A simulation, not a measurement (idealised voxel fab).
Documented hereafter: the process module known as voxel tone inversion.
We display cut, a cross-section 275 nm in width whose square cells are each 5 nm.
Cross-sections here: square-cell grids, written as top-down lists of bands, a band being one or more rows of cells.
Heights first: top, then bottom, in nm. Then materials, left to right, each with a width in nm. "all across" on a single material: fills the band edge to edge. "air": empty space.
All heights in this document are referenced to 0, defined as the level beneath which the wafer, as received, consists entirely of one material. The lowest band is not bounded below; it extends indefinitely downward and is written in the form "0 -> down".
Width "30 to 40": first value at the band's top row of cells, second value at its bottom row, equal change from row to row.
"identical to before" -> step changed no cross-section cell.
Closed empty spaces: empty space of 8 cells or more with no open way to the top, each as width x height at its distance from the left edge, in nm
Past the settings on a step's line: simulator remark, on that step.
overlay nm: step with mask; distance mask lay right of planned place; negative value = left of planned place.
[The process steps that were planned are listed below]
1 RECEIVE with material Si
2 CONFORMAL_DEP with material SiCN, thk nm 5
3 DIRECTIONAL_DEP with material aC, thk nm 25
4 PATTERN with tone cover, mask id POSTS, material resist, width nm 15, pitch nm 35, thk nm 35, overlay nm 0
5 DIRECTIONAL_ETCH with etch materials aC, depth nm 25
6 STRIP with etch materials resist
7 FILL_DEP with material lowk, thk nm 10
8 CMP with height nm 30
9 STRIP with etch materials aC
[Run as planned: first of two wafers]
[Incoming wafer in cross-section (state: after step 1)]
* 0 -> down: Si all across
* Closed empty spaces: none
[Cross-section of the wafer subsequent to step 2]
* 5 -> 0: SiCN all across
* Below 0, no change.
[Cross-section of the wafer subsequent to step 3]
* 30 -> 5: aC all across
* Below 5, no change.
[Cross-section of the wafer subsequent to step 4]
* 65 -> 30: air=75; resist=15; air=20; resist=15; air=20; resist=15; air=20; resist=15; air=80
* Below 30, no change.
[Cross-section of the wafer subsequent to step 5]
* 40 -> 30: air=75; resist=15; air=20; resist=15; air=20; resist=15; air=20; resist=15; air=80
* 30 -> 5: air=75; aC=15; air=20; aC=15; air=20; aC=15; air=20; aC=15; air=80
* Below 5, no change.
[Cross-section of the wafer subsequent to step 6]
* 30 -> 5: air=75; aC=15; air=20; aC=15; air=20; aC=15; air=20; aC=15; air=80
* Below 5, no change.
[Cross-section of the wafer subsequent to step 7]
* 40 -> 30: lowk all across
* 30 -> 5: lowk=75; aC=15; lowk=20; aC=15; lowk=20; aC=15; lowk=20; aC=15; lowk=80
* Below 5, no change.
[Cross-section of the wafer subsequent to step 8]
* 30 -> 5: lowk=75; aC=15; lowk=20; aC=15; lowk=20; aC=15; lowk=20; aC=15; lowk=80
* Below 5, no change.
[Cross-section of the wafer subsequent to step 9]
* 30 -> 5: lowk=75; air=15; lowk=20; air=15; lowk=20; air=15; lowk=20; air=15; lowk=80
* Below 5, no change.
[Companion wafer, the second of two: same beginning, same intended sequence, one mistake in carrying it out; through step 3 inclusive it tracks the first exactly]
[Here is the second wafer in cross-section at the point where step 4 of the plan should have been done]
* 65 -> 30: resist=75; air=15; resist=20; air=15; resist=20; air=15; resist=20; air=15; resist=80
* Below 30, no change.
[Here is the second wafer in cross-section at the point where step 5 of the plan should have been done]
* 40 -> 30: resist=75; air=15; resist=20; air=15; resist=20; air=15; resist=20; air=15; resist=80
* 30 -> 5: aC=75; air=15; aC=20; air=15; aC=20; air=15; aC=20; air=15; aC=80
* Below 5, no change.
[Here is the second wafer in cross-section at the point where step 6 of the plan should have been done]
* 30 -> 5: aC=75; air=15; aC=20; air=15; aC=20; air=15; aC=20; air=15; aC=80
* Below 5, no change.
[Here is the second wafer in cross-section at the point where step 7 of the plan should have been done]
* 40 -> 30: lowk all across
* 30 -> 5: aC=75; lowk=15; aC=20; lowk=15; aC=20; lowk=15; aC=20; lowk=15; aC=80
* Below 5, no change.
[Here is the second wafer in cross-section at the point where step 8 of the plan should have been done]
* 30 -> 5: aC=75; lowk=15; aC=20; lowk=15; aC=20; lowk=15; aC=20; lowk=15; aC=80
* Below 5, no change.
[Here is the second wafer in cross-section at the point where step 9 of the plan should have been done]
* 30 -> 5: air=75; lowk=15; air=20; lowk=15; air=20; lowk=15; air=20; lowk=15; air=80
* Below 5, no change.
Deviation from plan: step 4 ran as: PATTERN with tone open, mask id POSTS, material resist, width nm 15, pitch nm 35, thk nm 35, overlay nm 0
Wrapping up, a cell-based count of both wafers puts the second over or under the first for these materials: -155 lowk
